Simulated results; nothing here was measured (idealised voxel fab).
process module | voxel capacitor over wiring
cross-section cut | 280 nm wide | cells 5 nm
A cross-section is a grid of square cells, given in bands from the top down. A band is one or more rows of cells.
Each band's line starts with the height of the band's top and of its bottom, in nm. Then come its materials from left to right, each with its width in nm. One material with "throughout" fills the band from edge to edge. "air" is empty space.
Height 0 is the level under which the wafer as received is all one material. The lowest band goes on downwards, as in "0 down".
A width such as "30 to 40" changes by the same amount from each row of cells to the next, from the band's top row to its bottom row.
"no change" after a step means that no cell of the cross-section changed.
closed voids: empty space of 8 cells or more with no open way to the top, each as width x height at its distance from the left edge, in nm
after a step's settings: what the simulator itself notes on the step
overlay nm, on a step with a mask: how far to the right of its planned place the mask lay; to the left if negative
plan
1 op RECEIVE | material Si
2 op CONFORMAL_DEP | material SiO2 | thk nm 15
3 op CONFORMAL_DEP | material SiN | thk nm 5
4 op DIRECTIONAL_DEP | material lowk | thk nm 20
5 op PATTERN | tone open | mask id METAL_1 | material resist | width nm 30 | pitch nm 80 | thk nm 15 | overlay nm 0
6 op DIRECTIONAL_ETCH | etch materials lowk | depth nm 20
7 op DIRECTIONAL_ETCH | etch materials SiN | depth nm 5
8 op STRIP | etch materials resist
9 op CONFORMAL_DEP | material TiN | thk nm 5
10 op FILL_DEP | material W | thk nm 5
11 op CMP | height nm 40
12 op CONFORMAL_DEP | material SiCN | thk nm 5
13 op DIRECTIONAL_DEP | material SiO2 | thk nm 10
14 op DIRECTIONAL_DEP | material aC | thk nm 10
15 op PATTERN | tone open | mask id PLUG_1 | material resist | width nm 15 | thk nm 30 | overlay nm 0
16 op DIRECTIONAL_ETCH | etch materials aC | depth nm 10
17 op STRIP | etch materials resist
18 op DIRECTIONAL_ETCH | etch materials SiO2 | depth nm 10
19 op DIRECTIONAL_ETCH | etch materials SiCN | depth nm 5
20 op STRIP | etch materials aC
21 op CONFORMAL_DEP | material TiN | thk nm 5
22 op FILL_DEP | material Ru | thk nm 5
23 op CMP | height nm 55
24 op DIRECTIONAL_DEP | material TiN | thk nm 10
25 op DIRECTIONAL_DEP | material Al2O3 | thk nm 5
26 op DIRECTIONAL_DEP | material TiN | thk nm 5
27 op MASKED_ETCH | tone cover | mask id UPPER_PLATE | width nm 55 | etch materials TiN | depth nm 5 | overlay nm 0
28 op MASKED_ETCH | tone cover | mask id UPPER_PLATE | width nm 55 | etch materials Al2O3 | depth nm 5 | overlay nm 0
29 op PATTERN | tone cover | mask id LOWER_PLATE | material resist | width nm 65 | thk nm 15 | overlay nm 0
30 op DIRECTIONAL_ETCH | etch materials TiN | depth nm 10
31 op STRIP | etch materials resist
32 op FILL_DEP | material SiO2 | thk nm 15
33 op CMP | height nm 85
34 op PATTERN | tone open | mask id PLUG_2 | material resist | width nm 15 | thk nm 15 | overlay nm 0
35 op DIRECTIONAL_ETCH | etch materials SiO2 | depth nm 10
36 op STRIP | etch materials resist
37 op CONFORMAL_DEP | material TiN | thk nm 5
38 op FILL_DEP | material Cu | thk nm 5
39 op CMP | height nm 85
40 op CONFORMAL_DEP | material SiCN | thk nm 5
as received, after step 1
  0 down: Si throughout
  closed voids: none
first wafer at the end, as planned
  90 to 85: SiCN throughout
  85 to 80: SiO2 110 | TiN 5 | Cu 5 | TiN 5 | SiO2 155
  80 to 70: SiO2 110 to 100 | TiN 15 to 55 | SiO2 155 to 125
  70 to 65: SiO2 100 | Al2O3 55 | SiO2 125
  65 to 55: SiO2 95 | TiN 65 | SiO2 120
  55 to 45: SiO2 100 | TiN 5 | Ru 5 | TiN 5 | SiO2 165
  45 to 40: SiCN 100 | TiN 15 | SiCN 165
  40 to 20: lowk 85 | TiN 5 | W 20 | TiN 5 | lowk 50 | TiN 5 | W 20 | TiN 5 | lowk 85
  20 to 15: SiN 85 | TiN 30 | SiN 50 | TiN 30 | SiN 85
  15 to 0: SiO2 throughout
  0 down: Si throughout
  closed voids: none
second wafer at the end: like start, like plan, one mistake
  90 to 85: SiCN throughout
  85 to 80: SiO2 105 | TiN 5 | Cu 15 | TiN 5 | SiO2 150
  80 to 70: SiO2 105 to 100 | TiN 25 to 55 | SiO2 150 to 125
  70 to 65: SiO2 100 | Al2O3 55 | SiO2 125
  65 to 55: SiO2 95 | TiN 65 | SiO2 120
  55 to 45: SiO2 100 | TiN 5 | Ru 5 | TiN 5 | SiO2 165
  45 to 40: SiCN 100 | TiN 15 | SiCN 165
  40 to 20: lowk 85 | TiN 5 | W 20 | TiN 5 | lowk 50 | TiN 5 | W 20 | TiN 5 | lowk 85
  20 to 15: SiN 85 | TiN 30 | SiN 50 | TiN 30 | SiN 85
  15 to 0: SiO2 throughout
  0 down: Si throughout
  closed voids: none
what went wrong: step 34 ran as: op PATTERN | tone open | mask id PLUG_2 | material resist | width nm 25 | thk nm 15 | overlay nm 0
at the end the second wafer has, in cells: 2 more of Cu | 4 fewer of SiO2 | 2 more of TiN
